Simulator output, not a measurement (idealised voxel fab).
voxel released beams: a process module
The cross-section on display is named cut; it measures 220 nm wide, and its cells are 5 nm squares.
Reading order for cross-sections: top band down to bottom band. Underlying form: a grid of square cells. Band size: one or more rows of cells. Heads up on the band format: heights come first, top then bottom, in nm. After that it's the materials left to right, each with its width in nm. A single material flagged "throughout" fills the whole band edge to edge, and "blank" means there's empty space there. Measure heights from 0. That's the level where, below it, the as-received wafer is all one material. The lowest band is bottomless and extends downward; write it as in "0 -> down". Per-row width for "30 to 40": begins at first number (top row of band), ends at second number (bottom row), increment between rows held constant. "no alteration" means the step left every cell of the cross-section as it was. Basically, "Closed void list" tells you about the enclosed voids: empty spaces with no open way to the top, 8 cells or bigger, each written width x height at distance, where distance is from the left edge, all in nm. It should be noted that, on the line of a given step, the content following the step's settings is a remark produced by the simulator itself with respect to that step. overlay nm, on a step with a mask: how far to the right of its planned place the mask lay; to the left if negative.
**So here's the lineup of process steps we planned**
1: RECEIVE with material Si
2: CONFORMAL_DEP with material SiN, thk nm 10
3: DIRECTIONAL_DEP with material SiO2, thk nm 15
4: MASKED_ETCH with tone open, mask id ANCHOR, width nm 45, etch materials SiO2, depth nm 15, overlay nm 0
5: CONFORMAL_DEP with material TiN, thk nm 15
6: PATTERN with tone cover, mask id BEAM, material resist, width nm 130, thk nm 20, overlay nm 0
7: DIRECTIONAL_ETCH with etch materials TiN, depth nm 15
8: STRIP with etch materials resist
9: STRIP with etch materials SiO2
**Of two wafers, the first: run according to plan**
**Cross-section of the wafer upon arrival, representing the state reached after step 1**
- 0 -> down = Si throughout
- Closed void list: none
**The wafer in cross-section once step 2 is complete**
- 10 -> 0 = SiN throughout
- For the remainder of the cross-section, below 0, there is no change.
**The wafer in cross-section once step 3 is complete**
- 25 -> 10 = SiO2 throughout
- For the remainder of the cross-section, below 10, there is no change.
**The wafer in cross-section once step 4 is complete**
- 25 -> 10 = 45 SiO2; 45 blank; 130 SiO2
- For the remainder of the cross-section, below 10, there is no change.
**The wafer in cross-section once step 5 is complete**
- 40 -> 25 = 60 TiN; 15 blank; 145 TiN
- 25 -> 10 = 45 SiO2; 45 TiN; 130 SiO2
- For the remainder of the cross-section, below 10, there is no change.
**The wafer in cross-section once step 6 is complete**
- 60 -> 40 = 40 blank; 130 resist; 50 blank
- 40 -> 25 = 60 TiN; 15 resist; 145 TiN
- For the remainder of the cross-section, below 25, there is no change.
**The wafer in cross-section once step 7 is complete**
- 60 -> 40 = 40 blank; 130 resist; 50 blank
- 40 -> 25 = 40 blank; 20 TiN; 15 resist; 95 TiN; 50 blank
- For the remainder of the cross-section, below 25, there is no change.
**The wafer in cross-section once step 8 is complete**
- 40 -> 25 = 40 blank; 20 TiN; 15 blank; 95 TiN; 50 blank
- For the remainder of the cross-section, below 25, there is no change.
**The wafer in cross-section once step 9 is complete**
- 40 -> 25 = 40 blank; 20 TiN; 15 blank; 95 TiN; 50 blank
- 25 -> 10 = 45 blank; 45 TiN; 130 blank
- For the remainder of the cross-section, below 10, there is no change.
**The Second Wafer: Common Origin and Plan, One Mistake in Execution, Identical to the First Through Step 1**
**Second wafer at the planned finish of step 2, seen in cross-section**
- 15 -> 0 = SiO2 throughout
- For the remainder of the cross-section, below 0, there is no change.
**Second wafer at the planned finish of step 3, seen in cross-section**
- 25 -> 15 = SiN throughout
- For the remainder of the cross-section, below 15, there is no change.
Second wafer at the planned finish of step 4, seen in cross-section: no alteration
**Second wafer at the planned finish of step 5, seen in cross-section**
- 40 -> 25 = TiN throughout
- For the remainder of the cross-section, below 25, there is no change.
**Second wafer at the planned finish of step 6, seen in cross-section**
- 60 -> 40 = 40 blank; 130 resist; 50 blank
- For the remainder of the cross-section, below 40, there is no change.
**Second wafer at the planned finish of step 7, seen in cross-section**
- 60 -> 40 = 40 blank; 130 resist; 50 blank
- 40 -> 25 = 40 blank; 130 TiN; 50 blank
- For the remainder of the cross-section, below 25, there is no change.
**Second wafer at the planned finish of step 8, seen in cross-section**
- 40 -> 25 = 40 blank; 130 TiN; 50 blank
- For the remainder of the cross-section, below 25, there is no change.
Second wafer at the planned finish of step 9, seen in cross-section: no alteration
Heads up, the wafer didn't run the way we planned it: plan vs actual: 2 and 3 interchanged
Looking at both finished wafers in cells, the second ends up ahead of or behind the first on some materials: SiO2 +132, TiN -18
